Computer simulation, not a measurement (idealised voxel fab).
Module name: voxel local oxidation (process module)
It is cross-section cut that appears here, measuring 185 nm in width, its square cells being 5 nm in size.
If you're reading a cross-section in this doc, picture square cells in a grid; it comes to you as bands, top ones listed first down to the bottom, and a band can be one or more rows of cells.
First you get the band's top height and its bottom height, in nm, and then the materials it's made of, left to right, with each width in nm. If you see a single material with "throughout", that one covers the band edge to edge. "empty" is empty space.
Counting heights begins at 0, where everything beneath is, in the wafer as received, one material. The lowest band has no bottom; it goes on downwards, as "from 0 down" shows.
Think of "30..40" as a width that walks from the first number to the second as you go down the band, top row to bottom row, taking equal-sized steps from row to row.
You'll sometimes find "no modifications" written for a step, and that's the way of saying that nowhere in the cross-section did a cell change during that step.
You'll see "Non-vented voids" listing empty spaces that have no way open to the top, as long as they're 8 cells or more; the notation is width x height at distance, where the distance is from the left edge, and all of it is in nm.
The remark found on a step's line after its settings is issued by the simulator itself and pertains to that step.
Regarding "overlay nm": on a step with a mask, it is the distance the mask lay to the right of its planned place; a negative value places it to the left.
-- So here's the lineup of process steps we planned
step 1: RECEIVE,material Si
step 2: CONFORMAL_DEP,material SiO2,thk nm 5
step 3: CONFORMAL_DEP,material SiN,thk nm 10
step 4: MASKED_ETCH,tone cover,mask id ACTIVE,width nm 90,etch materials SiN,depth nm 10,overlay nm 0
step 5: SELECTIVE_ETCH,etch materials SiO2,depth nm 5
step 6: OXIDIZE,depth nm 10
step 7: STRIP,etch materials SiN
-- On the first of the two wafers: run conducted according to plan
-- As received (post step 1): cross-section
from 0 down = Si throughout
Non-vented voids: none
-- State of the wafer after step 2, shown in cross-section
from 5 to 0 = SiO2 throughout
Anything lower than 0 is untouched.
-- State of the wafer after step 3, shown in cross-section
from 15 to 5 = SiN throughout
Anything lower than 5 is untouched.
-- State of the wafer after step 4, shown in cross-section
from 15 to 5 = 45 nm empty  90 nm SiN  50 nm empty
Anything lower than 5 is untouched.
-- State of the wafer after step 5, shown in cross-section
from 15 to 5 = 45 nm empty  90 nm SiN  50 nm empty
from 5 to 0 = 50 nm empty  80 nm SiO2  55 nm empty
Anything lower than 0 is untouched.
-- State of the wafer after step 6, shown in cross-section
from 15 to 5 = 45 nm empty  90 nm SiN  50 nm empty
from 5 to 0 = 50 nm empty  80 nm SiO2  55 nm empty
from 0 to -10 = 60 nm SiO2  60 nm Si  65 nm SiO2
Anything lower than -10 is untouched.
-- State of the wafer after step 7, shown in cross-section
from 5 to 0 = 50 nm empty  80 nm SiO2  55 nm empty
Anything lower than 0 is untouched.
-- What follows concerns the second wafer, which started out like the first and was meant to follow the very same plan; one mistake crept in when it was run, but everything up to and including step 5 is the same as for the first wafer
-- Second wafer cross-section, taken as of the time the plan sets for step 6 to be done
from 5 to 0 = 50 nm empty  80 nm SiO2  55 nm empty
Anything lower than 0 is untouched.
-- Second wafer cross-section, taken as of the time the plan sets for step 7 to be done
from 5 to 0 = 50 nm empty  80 nm SiO2  55 nm empty
from 0 to -10 = 60 nm SiO2  60 nm Si  65 nm SiO2
Anything lower than -10 is untouched.
It is concluded that the wafer was processed incorrectly with respect to the plan, in that steps 6 and 7 of the plan were run in the wrong order, each in the other's place
Given identical final cross-sections on the two wafers, the mistake has no effect on any quantity computed by this model.
